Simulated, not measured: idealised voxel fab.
Herein follows the process module entitled voxel ribs on slabs.
We display cut, a cross-section 150 nm in width whose square cells are each 5 nm.
Bands, listed from the top down, are how a cross-section gets written in this document; the cross-section itself is a grid of square cells, and a band is one or more rows of them. Band: top and bottom heights (nm) first, top before bottom; then materials from left to right, widths in nm. "throughout" marks a sole material filling the band edge to edge. "air" denotes empty space. A quick word on heights: they are counted from 0, and under that level the wafer as it came to us is one material throughout. The lowest band is different from the rest in having no bottom; it simply continues downward, written as in "top 0, no bottom". Width: "30->40" (first number = top row, second number = bottom row, same change from row to row of cells). No cell of the cross-section changed in a step that is given as "remained unchanged". Heads up: "Catalogued sealed voids" only lists the empty pockets with no open path to the top that are 8 cells or more, and it writes them as width x height at distance, distance from the left edge, in nm. If you see something after the settings on a step's line, that's the simulator's own remark about that step. "overlay nm", when on a step's line for a step with a mask, measures how far to the right of its planned place the mask lay; a negative measure means to the left.

[Intended process steps]
1) RECEIVE [material Si]
2) DIRECTIONAL_DEP [material SiO2] [thk nm 20]
3) DIRECTIONAL_DEP [material SiN] [thk nm 25]
4) MASKED_ETCH [tone cover] [mask id RIB] [width nm 25] [etch materials SiN] [depth nm 15] [overlay nm 0]
5) MASKED_ETCH [tone cover] [mask id SLAB] [width nm 75] [etch materials SiN] [depth nm 10] [overlay nm 0]
6) FILL_DEP [material SiO2] [thk nm 15]
7) CMP [height nm 55]
8) DIRECTIONAL_DEP [material W] [thk nm 10]
9) DIRECTIONAL_DEP [material aC] [thk nm 15]
10) PATTERN [tone cover] [mask id HEATER] [material resist] [width nm 35] [thk nm 30] [overlay nm 0]
11) DIRECTIONAL_ETCH [etch materials aC] [depth nm 15]
12) STRIP [etch materials resist]
13) DIRECTIONAL_ETCH [etch materials W] [depth nm 10]
14) STRIP [etch materials aC]
15) CONFORMAL_DEP [material SiO2] [thk nm 5]

[Cross-section of the wafer as it came to us, i.e., already through step 1]
* top 0, no bottom = Si throughout
* Catalogued sealed voids: none

[Starting structure and process plan are as shown above, but one mistake was made in running the module; the wafer cross-section at the end of the module follows]
* top 70, bottom 65 = 50 of air, 45 of SiO2, 55 of air
* top 65, bottom 60 = 50 of air, 5 of SiO2, 35 of W, 5 of SiO2, 55 of air
* top 60, bottom 55 = 55 of SiO2, 35 of W, 60 of SiO2
* top 55, bottom 45 = 35 of SiO2, 75 of SiN, 40 of SiO2
* top 45, bottom 20 = SiN throughout
* top 20, bottom 0 = SiO2 throughout
* top 0, no bottom = Si throughout
* Catalogued sealed voids: none
Want to know what went wrong? step 3 in the plan was executed twice
